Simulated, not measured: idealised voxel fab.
process module | voxel wiring stack
cross-section cut | 195 nm wide | cells 5 nm
A cross-section is a grid of square cells, given in bands from the top down. A band is one or more rows of cells.
Each band's line starts with the height of the band's top and of its bottom, in nm. Then come its materials from left to right, each with its width in nm. One material with "throughout" fills the band from edge to edge. "air" is empty space.
Height 0 is the level under which the wafer as received is all one material. The lowest band goes on downwards, as in "0 down".
A width such as "30 to 40" changes by the same amount from each row of cells to the next, from the band's top row to its bottom row.
"no change" after a step means that no cell of the cross-section changed.
closed voids: empty space of 8 cells or more with no open way to the top, each as width x height at its distance from the left edge, in nm
after a step's settings: what the simulator itself notes on the step
overlay nm, on a step with a mask: how far to the right of its planned place the mask lay; to the left if negative
plan
1 op RECEIVE | material Si
2 op CONFORMAL_DEP | material SiO2 | thk nm 15
3 op CONFORMAL_DEP | material SiCN | thk nm 5
4 op DIRECTIONAL_DEP | material lowk | thk nm 20
5 op MASKED_ETCH | tone open | mask id METAL_1 | width nm 25 | pitch nm 40 | etch materials lowk | depth nm 20 | overlay nm 0
6 op MASKED_ETCH | tone open | mask id METAL_1 | width nm 25 | pitch nm 40 | etch materials SiCN | depth nm 5 | overlay nm 0
7 op CONFORMAL_DEP | material TiN | thk nm 5
8 op FILL_DEP | material Cu | thk nm 10
9 op CMP | height nm 40
10 op EPI | material Ru | thk nm 5
11 op FILL_DEP | material SiCN | thk nm 5
12 op DIRECTIONAL_DEP | material lowk | thk nm 25
13 op DIRECTIONAL_DEP | material aC | thk nm 15
14 op PATTERN | tone open | mask id METAL_2 | material resist | width nm 25 | pitch nm 40 | thk nm 35 | overlay nm 0
15 op DIRECTIONAL_ETCH | etch materials aC | depth nm 15
16 op STRIP | etch materials resist
17 op DIRECTIONAL_ETCH | etch materials lowk | depth nm 15
18 op STRIP | etch materials aC
19 op PATTERN | tone open | mask id METAL_2_HOLES | material resist | width nm 15 | pitch nm 40 | thk nm 20 | overlay nm 0
20 op DIRECTIONAL_ETCH | etch materials lowk | depth nm 10
21 op DIRECTIONAL_ETCH | etch materials SiCN | depth nm 5
22 op STRIP | etch materials resist
23 op CONFORMAL_DEP | material TiN | thk nm 5
24 op FILL_DEP | material Cu | thk nm 10
25 op CMP | height nm 75
26 op CONFORMAL_DEP | material SiCN | thk nm 5
as received, after step 1
  0 down: Si throughout
  closed voids: none
a wafer at the end: this start, this plan, one mistake
  80 to 75: SiCN throughout
  75 to 65: lowk 65 | TiN 5 | Cu 15 | TiN 5 | lowk 15 | TiN 5 | Cu 15 | TiN 5 | lowk 65
  65 to 60: lowk 65 | TiN 5 | Cu 5 | TiN 15 | lowk 15 | TiN 5 | Cu 5 | TiN 15 | lowk 65
  60 to 50: lowk 65 | TiN 5 | Cu 5 | TiN 5 | lowk 25 | TiN 5 | Cu 5 | TiN 5 | lowk 75
  50 to 45: SiCN 65 | TiN 15 | SiCN 25 | TiN 15 | SiCN 75
  45 to 40: Ru throughout
  40 to 35: TiN 70 | Cu 15 | TiN 25 | Cu 15 | TiN 70
  35 to 20: lowk 65 | TiN 5 | Cu 15 | TiN 5 | lowk 15 | TiN 5 | Cu 15 | TiN 5 | lowk 65
  20 to 15: lowk 65 | TiN 25 | lowk 15 | TiN 25 | lowk 65
  15 to 0: SiO2 throughout
  0 down: Si throughout
  closed voids: none
what went wrong: step 3 was left out
